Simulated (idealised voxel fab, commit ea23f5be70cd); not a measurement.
process module | voxel transistor to metal
cross-section cut | 150 nm wide | cells 5 nm
A cross-section is a grid of square cells, given in bands from the top down. A band is one or more rows of cells.
Each band's line starts with the height of the band's top and of its bottom, in nm. Then come its materials from left to right, each with its width in nm. One material with "throughout" fills the band from edge to edge. "air" is empty space.
Height 0 is the level under which the wafer as received is all one material. The lowest band goes on downwards, as in "0 down".
A width such as "30 to 40" changes by the same amount from each row of cells to the next, from the band's top row to its bottom row.
"no change" after a step means that no cell of the cross-section changed.
closed voids: empty space of 8 cells or more with no open way to the top, each as width x height at its distance from the left edge, in nm
after a step's settings: what the simulator itself notes on the step
overlay nm, on a step with a mask: how far to the right of its planned place the mask lay; to the left if negative
plan
1 op RECEIVE | material Si
2 op CONFORMAL_DEP | material SiO2 | thk nm 5
3 op CONFORMAL_DEP | material SiN | thk nm 15
4 op DIRECTIONAL_DEP | material aC | thk nm 10
5 op PATTERN | tone cover | mask id ACTIVE | material resist | width nm 105 | thk nm 30 | overlay nm 0
6 op DIRECTIONAL_ETCH | etch materials aC | depth nm 10
7 op STRIP | etch materials resist
8 op DIRECTIONAL_ETCH | etch materials SiN | depth nm 15
9 op DIRECTIONAL_ETCH | etch materials SiO2 | depth nm 5
10 op DIRECTIONAL_ETCH | etch materials Si | depth nm 35
11 op STRIP | etch materials aC
12 op OXIDIZE | depth nm 5
13 op FILL_DEP | material SiO2 | thk nm 5
14 op CMP | height nm 20
15 op SELECTIVE_ETCH | etch materials SiO2 | depth nm 5
16 op STRIP | etch materials SiN
17 op SELECTIVE_ETCH | etch materials SiO2 | depth nm 5
18 op OXIDIZE | depth nm 5
19 op DIRECTIONAL_DEP | material polySi | thk nm 20
20 op DIRECTIONAL_DEP | material SiCN | thk nm 15
21 op MASKED_ETCH | tone cover | mask id GATE | width nm 25 | etch materials SiCN | depth nm 25 | overlay nm 0
22 op MASKED_ETCH | tone cover | mask id GATE | width nm 25 | etch materials polySi | depth nm 30 | overlay nm 0
23 op CONFORMAL_DEP | material SiO2 | thk nm 5
24 op DIRECTIONAL_ETCH | etch materials SiO2 | depth nm 5
25 op CONFORMAL_DEP | material SiN | thk nm 5
26 op DIRECTIONAL_ETCH | etch materials SiN | depth nm 5
27 op DIRECTIONAL_ETCH | etch materials SiO2 | depth nm 5
28 op DIRECTIONAL_ETCH | etch materials Si | depth nm 10
29 op EPI | material pSi | thk nm 15
30 op FILL_DEP | material SiO2 | thk nm 10
31 op CMP | height nm 35
32 op DIRECTIONAL_DEP | material SiO2 | thk nm 10
33 op PATTERN | tone open | mask id CONTACT | material resist | width nm 30 | pitch nm 65 | thk nm 15 | overlay nm 0
34 op DIRECTIONAL_ETCH | etch materials SiO2 | depth nm 45
35 op STRIP | etch materials resist
36 op CONFORMAL_DEP | material TiN | thk nm 5
37 op FILL_DEP | material W | thk nm 5
38 op CMP | height nm 45
39 op DIRECTIONAL_DEP | material TiN | thk nm 5
40 op DIRECTIONAL_DEP | material W | thk nm 15
41 op PATTERN | tone cover | mask id METAL_1 | material resist | width nm 20 | pitch nm 75 | thk nm 20 | overlay nm 0
42 op DIRECTIONAL_ETCH | etch materials W | depth nm 15
43 op DIRECTIONAL_ETCH | etch materials TiN | depth nm 5
44 op STRIP | etch materials resist
45 op FILL_DEP | material lowk | thk nm 10
46 op CMP | height nm 65
47 op CONFORMAL_DEP | material SiCN | thk nm 5
first wafer, as planned
as received, after step 1
  0 down: Si throughout
  closed voids: none
after step 2
  5 to 0: SiO2 throughout
  below 0: unchanged
after step 3
  20 to 5: SiN throughout
  below 5: unchanged
after step 4
  30 to 20: aC throughout
  below 20: unchanged
after step 5
  60 to 30: air 20 | resist 105 | air 25
  below 30: unchanged
after step 6
  50 to 30: air 20 | resist 105 | air 25
  30 to 20: air 20 | aC 105 | air 25
  below 20: unchanged
after step 7
  30 to 20: air 20 | aC 105 | air 25
  below 20: unchanged
after step 8
  30 to 20: air 20 | aC 105 | air 25
  20 to 5: air 20 | SiN 105 | air 25
  below 5: unchanged
after step 9
  30 to 20: air 20 | aC 105 | air 25
  20 to 5: air 20 | SiN 105 | air 25
  5 to 0: air 20 | SiO2 105 | air 25
  below 0: unchanged
after step 10
  30 to 20: air 20 | aC 105 | air 25
  20 to 5: air 20 | SiN 105 | air 25
  5 to 0: air 20 | SiO2 105 | air 25
  0 to -35: air 20 | Si 105 | air 25
  below -35: unchanged
after step 11
  20 to 5: air 20 | SiN 105 | air 25
  below 5: unchanged
after step 12
  20 to 5: air 20 | SiN 105 | air 25
  5 to 0: air 20 | SiO2 105 | air 25
  0 to -35: air 20 | SiO2 5 | Si 95 | SiO2 5 | air 25
  -35 to -40: SiO2 25 | Si 95 | SiO2 30
  below -40: unchanged
after step 13
  25 to 20: SiO2 throughout
  20 to 5: SiO2 20 | SiN 105 | SiO2 25
  5 to 0: SiO2 throughout
  0 to -40: SiO2 25 | Si 95 | SiO2 30
  below -40: unchanged
after step 14
  20 to 5: SiO2 20 | SiN 105 | SiO2 25
  below 5: unchanged
after step 15
  20 to 15: air 20 | SiN 105 | air 25
  below 15: unchanged
after step 16
  15 to 5: SiO2 20 | air 105 | SiO2 25
  below 5: unchanged
after step 17
  10 to 0: SiO2 15 | air 115 | SiO2 20
  below 0: unchanged
after step 18
  10 to 0: SiO2 15 | air 115 | SiO2 20
  0 to -5: SiO2 throughout
  below -5: unchanged
after step 19
  30 to 20: polySi 15 | air 115 | polySi 20
  20 to 10: polySi throughout
  10 to 0: SiO2 15 | polySi 115 | SiO2 20
  below 0: unchanged
after step 20
  45 to 35: SiCN 15 | air 115 | SiCN 20
  35 to 30: SiCN throughout
  30 to 20: polySi 15 | SiCN 115 | polySi 20
  below 20: unchanged
after step 21
  35 to 30: air 60 | SiCN 25 | air 65
  30 to 20: polySi 15 | air 45 | SiCN 25 | air 45 | polySi 20
  below 20: unchanged
after step 22
  35 to 20: air 60 | SiCN 25 | air 65
  20 to 10: air 60 | polySi 25 | air 65
  10 to 0: SiO2 15 | air 45 | polySi 25 | air 45 | SiO2 20
  below 0: unchanged
after step 23
  40 to 35: air 55 | SiO2 35 | air 60
  35 to 20: air 55 | SiO2 5 | SiCN 25 | SiO2 5 | air 60
  20 to 15: air 55 | SiO2 5 | polySi 25 | SiO2 5 | air 60
  15 to 5: SiO2 20 | air 35 | SiO2 5 | polySi 25 | SiO2 5 | air 35 | SiO2 25
  5 to 0: SiO2 60 | polySi 25 | SiO2 65
  below 0: unchanged
after step 24
  35 to 20: air 55 | SiO2 5 | SiCN 25 | SiO2 5 | air 60
  20 to 10: air 55 | SiO2 5 | polySi 25 | SiO2 5 | air 60
  10 to 0: SiO2 20 | air 35 | SiO2 5 | polySi 25 | SiO2 5 | air 35 | SiO2 25
  below 0: unchanged
after step 25
  40 to 35: air 50 | SiN 45 | air 55
  35 to 20: air 50 | SiN 5 | SiO2 5 | SiCN 25 | SiO2 5 | SiN 5 | air 55
  20 to 15: air 50 | SiN 5 | SiO2 5 | polySi 25 | SiO2 5 | SiN 5 | air 55
  15 to 10: SiN 25 | air 25 | SiN 5 | SiO2 5 | polySi 25 | SiO2 5 | SiN 5 | air 25 | SiN 30
  10 to 5: SiO2 20 | SiN 5 | air 25 | SiN 5 | SiO2 5 | polySi 25 | SiO2 5 | SiN 5 | air 25 | SiN 5 | SiO2 25
  5 to 0: SiO2 20 | SiN 35 | SiO2 5 | polySi 25 | SiO2 5 | SiN 35 | SiO2 25
  below 0: unchanged
after step 26
  35 to 20: air 50 | SiN 5 | SiO2 5 | SiCN 25 | SiO2 5 | SiN 5 | air 55
  20 to 10: air 50 | SiN 5 | SiO2 5 | polySi 25 | SiO2 5 | SiN 5 | air 55
  10 to 0: SiO2 20 | SiN 5 | air 25 | SiN 5 | SiO2 5 | polySi 25 | SiO2 5 | SiN 5 | air 25 | SiN 5 | SiO2 25
  below 0: unchanged
after step 27
  35 to 30: air 50 | SiN 5 | air 5 | SiCN 25 | air 5 | SiN 5 | air 55
  30 to 20: air 50 | SiN 5 | SiO2 5 | SiCN 25 | SiO2 5 | SiN 5 | air 55
  20 to 10: air 50 | SiN 5 | SiO2 5 | polySi 25 | SiO2 5 | SiN 5 | air 55
  10 to 5: air 20 | SiN 5 | air 25 | SiN 5 | SiO2 5 | polySi 25 | SiO2 5 | SiN 5 | air 25 | SiN 5 | air 25
  5 to 0: SiO2 20 | SiN 5 | air 25 | SiN 5 | SiO2 5 | polySi 25 | SiO2 5 | SiN 5 | air 25 | SiN 5 | SiO2 25
  0 to -5: SiO2 25 | air 25 | SiO2 45 | air 25 | SiO2 30
  below -5: unchanged
after step 28
  35 to 30: air 50 | SiN 5 | air 5 | SiCN 25 | air 5 | SiN 5 | air 55
  30 to 20: air 50 | SiN 5 | SiO2 5 | SiCN 25 | SiO2 5 | SiN 5 | air 55
  20 to 10: air 50 | SiN 5 | SiO2 5 | polySi 25 | SiO2 5 | SiN 5 | air 55
  10 to 5: air 20 | SiN 5 | air 25 | SiN 5 | SiO2 5 | polySi 25 | SiO2 5 | SiN 5 | air 25 | SiN 5 | air 25
  5 to 0: SiO2 20 | SiN 5 | air 25 | SiN 5 | SiO2 5 | polySi 25 | SiO2 5 | SiN 5 | air 25 | SiN 5 | SiO2 25
  0 to -5: SiO2 25 | air 25 | SiO2 45 | air 25 | SiO2 30
  -5 to -15: SiO2 25 | air 25 | Si 45 | air 25 | SiO2 30
  below -15: unchanged
after step 29
  35 to 30: air 50 | SiN 5 | air 5 | SiCN 25 | air 5 | SiN 5 | air 55
  30 to 20: air 50 | SiN 5 | SiO2 5 | SiCN 25 | SiO2 5 | SiN 5 | air 55
  20 to 10: air 50 | SiN 5 | SiO2 5 | polySi 25 | SiO2 5 | SiN 5 | air 55
  10 to 5: air 20 | SiN 5 | air 10 | pSi 15 | SiN 5 | SiO2 5 | polySi 25 | SiO2 5 | SiN 5 | pSi 15 | air 10 | SiN 5 | air 25
  5 to 0: SiO2 20 | SiN 5 | air 10 | pSi 15 | SiN 5 | SiO2 5 | polySi 25 | SiO2 5 | SiN 5 | pSi 15 | air 10 | SiN 5 | SiO2 25
  0 to -5: SiO2 25 | pSi 25 | SiO2 45 | pSi 25 | SiO2 30
  -5 to -15: SiO2 25 | pSi 25 | Si 45 | pSi 25 | SiO2 30
  below -15: unchanged
after step 30
  45 to 35: SiO2 throughout
  35 to 20: SiO2 50 | SiN 5 | SiO2 5 | SiCN 25 | SiO2 5 | SiN 5 | SiO2 55
  20 to 10: SiO2 50 | SiN 5 | SiO2 5 | polySi 25 | SiO2 5 | SiN 5 | SiO2 55
  10 to 0: SiO2 20 | SiN 5 | SiO2 10 | pSi 15 | SiN 5 | SiO2 5 | polySi 25 | SiO2 5 | SiN 5 | pSi 15 | SiO2 10 | SiN 5 | SiO2 25
  below 0: unchanged
after step 31
  35 to 20: SiO2 50 | SiN 5 | SiO2 5 | SiCN 25 | SiO2 5 | SiN 5 | SiO2 55
  below 20: unchanged
after step 32
  45 to 35: SiO2 throughout
  below 35: unchanged
after step 33
  60 to 45: resist 25 | air 30 | resist 35 | air 30 | resist 30
  below 45: unchanged
after step 34
  60 to 45: resist 25 | air 30 | resist 35 | air 30 | resist 30
  45 to 35: SiO2 25 | air 30 | SiO2 35 | air 30 | SiO2 30
  35 to 20: SiO2 25 | air 25 | SiN 5 | SiO2 5 | SiCN 25 | SiO2 5 | SiN 5 | air 25 | SiO2 30
  20 to 10: SiO2 25 | air 25 | SiN 5 | SiO2 5 | polySi 25 | SiO2 5 | SiN 5 | air 25 | SiO2 30
  10 to 0: SiO2 20 | SiN 5 | air 10 | pSi 15 | SiN 5 | SiO2 5 | polySi 25 | SiO2 5 | SiN 5 | pSi 15 | air 10 | SiN 5 | SiO2 25
  below 0: unchanged
after step 35
  45 to 35: SiO2 25 | air 30 | SiO2 35 | air 30 | SiO2 30
  below 35: unchanged
after step 36
  50 to 45: TiN 30 | air 20 | TiN 45 | air 20 | TiN 35
  45 to 35: SiO2 25 | TiN 5 | air 20 to 15 | TiN 5 to 10 | SiO2 35 | TiN 5 to 10 | air 20 to 15 | TiN 5 | SiO2 30
  35 to 20: SiO2 25 | TiN 5 | air 15 | TiN 5 | SiN 5 | SiO2 5 | SiCN 25 | SiO2 5 | SiN 5 | TiN 5 | air 15 | TiN 5 | SiO2 30
  20 to 15: SiO2 25 | TiN 5 | air 15 | TiN 5 | SiN 5 | SiO2 5 | polySi 25 | SiO2 5 | SiN 5 | TiN 5 | air 15 | TiN 5 | SiO2 30
  15 to 10: SiO2 25 | TiN 25 | SiN 5 | SiO2 5 | polySi 25 | SiO2 5 | SiN 5 | TiN 25 | SiO2 30
  10 to 0: SiO2 20 | SiN 5 | TiN 10 | pSi 15 | SiN 5 | SiO2 5 | polySi 25 | SiO2 5 | SiN 5 | pSi 15 | TiN 10 | SiN 5 | SiO2 25
  below 0: unchanged
after step 37
  55 to 50: W throughout
  50 to 45: TiN 30 | W 20 | TiN 45 | W 20 | TiN 35
  45 to 35: SiO2 25 | TiN 5 | W 20 to 15 | TiN 5 to 10 | SiO2 35 | TiN 5 to 10 | W 20 to 15 | TiN 5 | SiO2 30
  35 to 20: SiO2 25 | TiN 5 | W 15 | TiN 5 | SiN 5 | SiO2 5 | SiCN 25 | SiO2 5 | SiN 5 | TiN 5 | W 15 | TiN 5 | SiO2 30
  20 to 15: SiO2 25 | TiN 5 | W 15 | TiN 5 | SiN 5 | SiO2 5 | polySi 25 | SiO2 5 | SiN 5 | TiN 5 | W 15 | TiN 5 | SiO2 30
  below 15: unchanged
after step 38
  45 to 35: SiO2 25 | TiN 5 | W 20 to 15 | TiN 5 to 10 | SiO2 35 | TiN 5 to 10 | W 20 to 15 | TiN 5 | SiO2 30
  below 35: unchanged
after step 39
  50 to 45: TiN throughout
  below 45: unchanged
after step 40
  65 to 50: W throughout
  below 50: unchanged
after step 41
  85 to 65: air 25 | resist 20 | air 55 | resist 20 | air 30
  below 65: unchanged
after step 42
  85 to 65: air 25 | resist 20 | air 55 | resist 20 | air 30
  65 to 50: air 25 | W 20 | air 55 | W 20 | air 30
  below 50: unchanged
after step 43
  85 to 65: air 25 | resist 20 | air 55 | resist 20 | air 30
  65 to 50: air 25 | W 20 | air 55 | W 20 | air 30
  50 to 45: air 25 | TiN 20 | air 55 | TiN 20 | air 30
  below 45: unchanged
after step 44
  65 to 50: air 25 | W 20 | air 55 | W 20 | air 30
  below 50: unchanged
after step 45
  75 to 65: lowk throughout
  65 to 50: lowk 25 | W 20 | lowk 55 | W 20 | lowk 30
  50 to 45: lowk 25 | TiN 20 | lowk 55 | TiN 20 | lowk 30
  below 45: unchanged
after step 46
  65 to 50: lowk 25 | W 20 | lowk 55 | W 20 | lowk 30
  below 50: unchanged
after step 47
  70 to 65: SiCN throughout
  below 65: unchanged
second wafer: like start, like plan, one mistake. Through step 28 it matches the first wafer
when step 29 should have ended
  35 to 30: air 50 | SiN 5 | air 5 | SiCN 25 | air 5 | SiN 5 | air 55
  30 to 25: air 50 | SiN 5 | SiO2 5 | SiCN 25 | SiO2 5 | SiN 5 | air 55
  25 to 20: air 20 | pSi 30 | SiN 5 | SiO2 5 | SiCN 25 | SiO2 5 | SiN 5 | pSi 30 | air 25
  20 to 10: air 20 | pSi 30 | SiN 5 | SiO2 5 | polySi 25 | SiO2 5 | SiN 5 | pSi 30 | air 25
  10 to 5: air 20 | SiN 5 | pSi 25 | SiN 5 | SiO2 5 | polySi 25 | SiO2 5 | SiN 5 | pSi 25 | SiN 5 | air 25
  5 to 0: SiO2 20 | SiN 5 | pSi 25 | SiN 5 | SiO2 5 | polySi 25 | SiO2 5 | SiN 5 | pSi 25 | SiN 5 | SiO2 25
  0 to -5: SiO2 25 | pSi 25 | SiO2 45 | pSi 25 | SiO2 30
  -5 to -15: SiO2 25 | pSi 25 | Si 45 | pSi 25 | SiO2 30
  below -15: unchanged
when step 30 should have ended
  45 to 35: SiO2 throughout
  35 to 25: SiO2 50 | SiN 5 | SiO2 5 | SiCN 25 | SiO2 5 | SiN 5 | SiO2 55
  25 to 20: SiO2 20 | pSi 30 | SiN 5 | SiO2 5 | SiCN 25 | SiO2 5 | SiN 5 | pSi 30 | SiO2 25
  20 to 10: SiO2 20 | pSi 30 | SiN 5 | SiO2 5 | polySi 25 | SiO2 5 | SiN 5 | pSi 30 | SiO2 25
  10 to 0: SiO2 20 | SiN 5 | pSi 25 | SiN 5 | SiO2 5 | polySi 25 | SiO2 5 | SiN 5 | pSi 25 | SiN 5 | SiO2 25
  below 0: unchanged
when step 31 should have ended
  35 to 25: SiO2 50 | SiN 5 | SiO2 5 | SiCN 25 | SiO2 5 | SiN 5 | SiO2 55
  below 25: unchanged
when step 32 should have ended
  45 to 35: SiO2 throughout
  below 35: unchanged
when step 33 should have ended
  60 to 45: resist 25 | air 30 | resist 35 | air 30 | resist 30
  below 45: unchanged
when step 34 should have ended
  60 to 45: resist 25 | air 30 | resist 35 | air 30 | resist 30
  45 to 35: SiO2 25 | air 30 | SiO2 35 | air 30 | SiO2 30
  35 to 25: SiO2 25 | air 25 | SiN 5 | SiO2 5 | SiCN 25 | SiO2 5 | SiN 5 | air 25 | SiO2 30
  below 25: unchanged
when step 35 should have ended
  45 to 35: SiO2 25 | air 30 | SiO2 35 | air 30 | SiO2 30
  below 35: unchanged
when step 36 should have ended
  50 to 45: TiN 30 | air 20 | TiN 45 | air 20 | TiN 35
  45 to 35: SiO2 25 | TiN 5 | air 20 to 15 | TiN 5 to 10 | SiO2 35 | TiN 5 to 10 | air 20 to 15 | TiN 5 | SiO2 30
  35 to 30: SiO2 25 | TiN 5 | air 15 | TiN 5 | SiN 5 | SiO2 5 | SiCN 25 | SiO2 5 | SiN 5 | TiN 5 | air 15 | TiN 5 | SiO2 30
  30 to 25: SiO2 25 | TiN 25 | SiN 5 | SiO2 5 | SiCN 25 | SiO2 5 | SiN 5 | TiN 25 | SiO2 30
  below 25: unchanged
when step 37 should have ended
  55 to 50: W throughout
  50 to 45: TiN 30 | W 20 | TiN 45 | W 20 | TiN 35
  45 to 35: SiO2 25 | TiN 5 | W 20 to 15 | TiN 5 to 10 | SiO2 35 | TiN 5 to 10 | W 20 to 15 | TiN 5 | SiO2 30
  35 to 30: SiO2 25 | TiN 5 | W 15 | TiN 5 | SiN 5 | SiO2 5 | SiCN 25 | SiO2 5 | SiN 5 | TiN 5 | W 15 | TiN 5 | SiO2 30
  below 30: unchanged
when step 38 should have ended
  45 to 35: SiO2 25 | TiN 5 | W 20 to 15 | TiN 5 to 10 | SiO2 35 | TiN 5 to 10 | W 20 to 15 | TiN 5 | SiO2 30
  below 35: unchanged
when step 39 should have ended
  50 to 45: TiN throughout
  below 45: unchanged
when step 40 should have ended
  65 to 50: W throughout
  below 50: unchanged
when step 41 should have ended
  85 to 65: air 25 | resist 20 | air 55 | resist 20 | air 30
  below 65: unchanged
when step 42 should have ended
  85 to 65: air 25 | resist 20 | air 55 | resist 20 | air 30
  65 to 50: air 25 | W 20 | air 55 | W 20 | air 30
  below 50: unchanged
when step 43 should have ended
  85 to 65: air 25 | resist 20 | air 55 | resist 20 | air 30
  65 to 50: air 25 | W 20 | air 55 | W 20 | air 30
  50 to 45: air 25 | TiN 20 | air 55 | TiN 20 | air 30
  below 45: unchanged
when step 44 should have ended
  65 to 50: air 25 | W 20 | air 55 | W 20 | air 30
  below 50: unchanged
when step 45 should have ended
  75 to 65: lowk throughout
  65 to 50: lowk 25 | W 20 | lowk 55 | W 20 | lowk 30
  50 to 45: lowk 25 | TiN 20 | lowk 55 | TiN 20 | lowk 30
  below 45: unchanged
when step 46 should have ended
  65 to 50: lowk 25 | W 20 | lowk 55 | W 20 | lowk 30
  below 50: unchanged
when step 47 should have ended
  70 to 65: SiCN throughout
  below 65: unchanged
what went wrong: step 29 was run twice
at the end the second wafer has, in cells: 6 fewer of SiO2 | 20 fewer of TiN | 18 fewer of W | 44 more of pSi
